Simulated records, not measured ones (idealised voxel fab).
voxel wiring stack: a process module
cross-section cut | 245 nm wide | cells 5 nm
In what follows, cross-sections appear as grids of square cells, described through bands that run from the top down, where every band is one or more rows of cells. In this notation a band is specified by the heights of its top and bottom, in that order and in nm, after which its materials appear from left to right, each paired with its width in nm. The word "everywhere" attached to a single material means that material fills the band from edge to edge; the word "blank" stands for empty space. Where do heights start? At 0: under that level the wafer as delivered is made of one material only. And the lowest band has no floor; it just carries on downward, as in "0 nm and below". With a width like "30..40", each row of cells in the band differs from the next by the same amount, the top row carrying the first number and the bottom row the second. Key: "all unchanged" - step with no changed cell in the cross-section. Any empty space of 8 cells or more lacking an open way to the top shows up in "Closed void listing" as width x height at distance, distance from the left edge, in nm. The remark found on a step's line after its settings is issued by the simulator itself and pertains to that step. When a step includes a mask, the "overlay nm" setting on its line states how far to the right of its planned place that mask lay, and negative values state how far to the left.

These are the steps we planned for the process:
1) RECEIVE,material Si
2) CONFORMAL_DEP,material SiO2,thk nm 10
3) CONFORMAL_DEP,material SiN,thk nm 5
4) DIRECTIONAL_DEP,material SiO2,thk nm 20
5) DIRECTIONAL_DEP,material aC,thk nm 10
6) PATTERN,tone open,mask id METAL_1,material resist,width nm 30,pitch nm 55,thk nm 25,overlay nm 0
7) DIRECTIONAL_ETCH,etch materials aC,depth nm 10
8) STRIP,etch materials resist
9) DIRECTIONAL_ETCH,etch materials SiO2,depth nm 20
10) DIRECTIONAL_ETCH,etch materials SiN,depth nm 5
11) STRIP,etch materials aC
12) CONFORMAL_DEP,material TiN,thk nm 5
13) FILL_DEP,material Ru,thk nm 5
14) CMP,height nm 35
15) CONFORMAL_DEP,material SiCN,thk nm 5
16) DIRECTIONAL_DEP,material SiO2,thk nm 10
17) PATTERN,tone open,mask id PLUG_1,material resist,width nm 15,pitch nm 55,thk nm 15,overlay nm 0
18) DIRECTIONAL_ETCH,etch materials SiO2,depth nm 10
19) DIRECTIONAL_ETCH,etch materials SiCN,depth nm 5
20) STRIP,etch materials resist
21) EPI,material Ru,thk nm 10
22) EPI,material Ru,thk nm 5
23) DIRECTIONAL_DEP,material TiN,thk nm 5
24) DIRECTIONAL_DEP,material W,thk nm 25
25) MASKED_ETCH,tone cover,mask id METAL_2,width nm 30,pitch nm 55,etch materials W,depth nm 25,overlay nm 0
26) MASKED_ETCH,tone cover,mask id METAL_2,width nm 30,pitch nm 55,etch materials TiN,depth nm 5,overlay nm 0
27) CONFORMAL_DEP,material SiN,thk nm 5
28) FILL_DEP,material lowk,thk nm 5
29) CMP,height nm 80
30) CONFORMAL_DEP,material SiCN,thk nm 5
31) DIRECTIONAL_DEP,material SiO2,thk nm 10
32) MASKED_ETCH,tone open,mask id PLUG_2,width nm 15,pitch nm 55,etch materials SiO2,depth nm 10,overlay nm 0
33) MASKED_ETCH,tone open,mask id PLUG_2,width nm 15,pitch nm 55,etch materials SiCN,depth nm 5,overlay nm 0
34) EPI,material Ru,thk nm 10
35) EPI,material Ru,thk nm 5
36) CONFORMAL_DEP,material SiCN,thk nm 5
37) DIRECTIONAL_DEP,material lowk,thk nm 25
38) MASKED_ETCH,tone open,mask id METAL_3,width nm 30,pitch nm 55,etch materials lowk,depth nm 25,overlay nm 0
39) MASKED_ETCH,tone open,mask id METAL_3,width nm 30,pitch nm 55,etch materials SiCN,depth nm 5,overlay nm 0
40) CONFORMAL_DEP,material TiN,thk nm 5
41) FILL_DEP,material W,thk nm 10
42) CMP,height nm 125
43) CONFORMAL_DEP,material SiCN,thk nm 5

Cross-section of the incoming wafer, state after step 1:
* 0 nm and below = Si everywhere
* Closed void listing: none

First of two wafers: cross-section at end of module, run per plan:
* 130 nm to 125 nm = SiCN everywhere
* 125 nm to 100 nm = 80 of lowk, then 5 of TiN, then 20 of W, then 5 of TiN, then 25 of lowk, then 5 of TiN, then 20 of W, then 5 of TiN, then 80 of lowk
* 100 nm to 95 nm = 80 of SiCN, then 30 of TiN, then 25 of SiCN, then 30 of TiN, then 80 of SiCN
* 95 nm to 85 nm = 80 of SiO2, then 15 of Ru, then 40 of SiO2, then 15 of Ru, then 95 of SiO2
* 85 nm to 80 nm = 80 of SiCN, then 15 of Ru, then 40 of SiCN, then 15 of Ru, then 95 of SiCN
* 80 nm to 55 nm = 75 of lowk, then 5 of SiN, then 30 of W, then 5 of SiN, then 15 of lowk, then 5 of SiN, then 30 of W, then 5 of SiN, then 75 of lowk
* 55 nm to 50 nm = 80 of SiN, then 30 of TiN, then 25 of SiN, then 30 of TiN, then 80 of SiN
* 50 nm to 40 nm = 80 of SiO2, then 15 of Ru, then 40 of SiO2, then 15 of Ru, then 95 of SiO2
* 40 nm to 35 nm = 80 of SiCN, then 15 of Ru, then 40 of SiCN, then 15 of Ru, then 95 of SiCN
* 35 nm to 15 nm = 80 of SiO2, then 5 of TiN, then 20 of Ru, then 5 of TiN, then 25 of SiO2, then 5 of TiN, then 20 of Ru, then 5 of TiN, then 80 of SiO2
* 15 nm to 10 nm = 80 of SiN, then 30 of TiN, then 25 of SiN, then 30 of TiN, then 80 of SiN
* 10 nm to 0 nm = SiO2 everywhere
* 0 nm and below = Si everywhere
* Closed void listing: none

Here's the second of our two wafers sectioned at module end. Same start as the first, same plan, but one mistake got made running it:
* 130 nm to 125 nm = SiCN everywhere
* 125 nm to 100 nm = 80 of lowk, then 5 of TiN, then 20 of W, then 5 of TiN, then 25 of lowk, then 5 of TiN, then 20 of W, then 5 of TiN, then 80 of lowk
* 100 nm to 95 nm = 80 of SiCN, then 30 of TiN, then 25 of SiCN, then 30 of TiN, then 80 of SiCN
* 95 nm to 85 nm = 75 of SiO2, then 25 of Ru, then 30 of SiO2, then 25 of Ru, then 90 of SiO2
* 85 nm to 80 nm = 80 of SiCN, then 15 of Ru, then 40 of SiCN, then 15 of Ru, then 95 of SiCN
* 80 nm to 55 nm = 75 of lowk, then 5 of SiN, then 30 of W, then 5 of SiN, then 15 of lowk, then 5 of SiN, then 30 of W, then 5 of SiN, then 75 of lowk
* 55 nm to 50 nm = 80 of SiN, then 30 of TiN, then 25 of SiN, then 30 of TiN, then 80 of SiN
* 50 nm to 40 nm = 80 of SiO2, then 15 of Ru, then 40 of SiO2, then 15 of Ru, then 95 of SiO2
* 40 nm to 35 nm = 80 of SiCN, then 15 of Ru, then 40 of SiCN, then 15 of Ru, then 95 of SiCN
* 35 nm to 15 nm = 80 of SiO2, then 5 of TiN, then 20 of Ru, then 5 of TiN, then 25 of SiO2, then 5 of TiN, then 20 of Ru, then 5 of TiN, then 80 of SiO2
* 15 nm to 10 nm = 80 of SiN, then 30 of TiN, then 25 of SiN, then 30 of TiN, then 80 of SiN
* 10 nm to 0 nm = SiO2 everywhere
* 0 nm and below = Si everywhere
* Closed void listing: none
Finding, execution versus plan: heads up, step 32 didn't go per plan, it actually ran as MASKED_ETCH,tone open,mask id PLUG_2,width nm 25,pitch nm 55,etch materials SiO2,depth nm 10,overlay nm 0
Heads up, by the end the second wafer has more or fewer cells of some materials compared to the first: Ru +8, SiO2 -8
